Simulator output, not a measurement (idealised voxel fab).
process module | voxel fin reveal
cross-section cut | 275 nm wide | cells 5 nm
A cross-section is a grid of square cells, given in bands from the top down. A band is one or more rows of cells.
Each band's line starts with the height of the band's top and of its bottom, in nm. Then come its materials from left to right, each with its width in nm. One material with "throughout" fills the band from edge to edge. "air" is empty space.
Height 0 is the level under which the wafer as received is all one material. The lowest band goes on downwards, as in "0 down".
A width such as "30 to 40" changes by the same amount from each row of cells to the next, from the band's top row to its bottom row.
"no change" after a step means that no cell of the cross-section changed.
closed voids: empty space of 8 cells or more with no open way to the top, each as width x height at its distance from the left edge, in nm
after a step's settings: what the simulator itself notes on the step
overlay nm, on a step with a mask: how far to the right of its planned place the mask lay; to the left if negative
plan
1 op RECEIVE | material Si
2 op CONFORMAL_DEP | material SiN | thk nm 10
3 op MASKED_ETCH | tone cover | mask id FINS | width nm 15 | pitch nm 40 | etch materials SiN | depth nm 10 | overlay nm 0
4 op MASKED_ETCH | tone cover | mask id FINS | width nm 15 | pitch nm 40 | etch materials Si | depth nm 30 | overlay nm 0
5 op FILL_DEP | material SiO2 | thk nm 15
6 op CMP | height nm 10
7 op SELECTIVE_ETCH | etch materials SiO2 | depth nm 20
8 op STRIP | etch materials SiN
first wafer, as planned
as received, after step 1
  0 down: Si throughout
  closed voids: none
after step 2
  10 to 0: SiN throughout
  below 0: unchanged
after step 3
  10 to 0: air 70 | SiN 15 | air 25 | SiN 15 | air 25 | SiN 15 | air 25 | SiN 15 | air 70
  below 0: unchanged
after step 4
  10 to 0: air 70 | SiN 15 | air 25 | SiN 15 | air 25 | SiN 15 | air 25 | SiN 15 | air 70
  0 to -30: air 70 | Si 15 | air 25 | Si 15 | air 25 | Si 15 | air 25 | Si 15 | air 70
  below -30: unchanged
after step 5
  25 to 10: SiO2 throughout
  10 to 0: SiO2 70 | SiN 15 | SiO2 25 | SiN 15 | SiO2 25 | SiN 15 | SiO2 25 | SiN 15 | SiO2 70
  0 to -30: SiO2 70 | Si 15 | SiO2 25 | Si 15 | SiO2 25 | Si 15 | SiO2 25 | Si 15 | SiO2 70
  below -30: unchanged
after step 6
  10 to 0: SiO2 70 | SiN 15 | SiO2 25 | SiN 15 | SiO2 25 | SiN 15 | SiO2 25 | SiN 15 | SiO2 70
  below 0: unchanged
after step 7
  10 to 0: air 70 | SiN 15 | air 25 | SiN 15 | air 25 | SiN 15 | air 25 | SiN 15 | air 70
  0 to -10: air 70 | Si 15 | air 25 | Si 15 | air 25 | Si 15 | air 25 | Si 15 | air 70
  below -10: unchanged
after step 8
  0 to -10: air 70 | Si 15 | air 25 | Si 15 | air 25 | Si 15 | air 25 | Si 15 | air 70
  below -10: unchanged
second wafer: like start, like plan, one mistake. Through step 3 it matches the first wafer
when step 4 should have ended
  10 to 0: air 70 | SiN 15 | air 25 | SiN 15 | air 25 | SiN 15 | air 25 | SiN 15 | air 70
  0 to -60: air 70 | Si 15 | air 25 | Si 15 | air 25 | Si 15 | air 25 | Si 15 | air 70
  below -60: unchanged
when step 5 should have ended
  25 to 10: SiO2 throughout
  10 to 0: SiO2 70 | SiN 15 | SiO2 25 | SiN 15 | SiO2 25 | SiN 15 | SiO2 25 | SiN 15 | SiO2 70
  0 to -60: SiO2 70 | Si 15 | SiO2 25 | Si 15 | SiO2 25 | Si 15 | SiO2 25 | Si 15 | SiO2 70
  below -60: unchanged
when step 6 should have ended
  10 to 0: SiO2 70 | SiN 15 | SiO2 25 | SiN 15 | SiO2 25 | SiN 15 | SiO2 25 | SiN 15 | SiO2 70
  below 0: unchanged
when step 7 should have ended
  10 to 0: air 70 | SiN 15 | air 25 | SiN 15 | air 25 | SiN 15 | air 25 | SiN 15 | air 70
  0 to -10: air 70 | Si 15 | air 25 | Si 15 | air 25 | Si 15 | air 25 | Si 15 | air 70
  below -10: unchanged
when step 8 should have ended
  0 to -10: air 70 | Si 15 | air 25 | Si 15 | air 25 | Si 15 | air 25 | Si 15 | air 70
  below -10: unchanged
what went wrong: step 4 was run twice
at the end the second wafer has, in cells: 258 fewer of Si | 258 more of SiO2
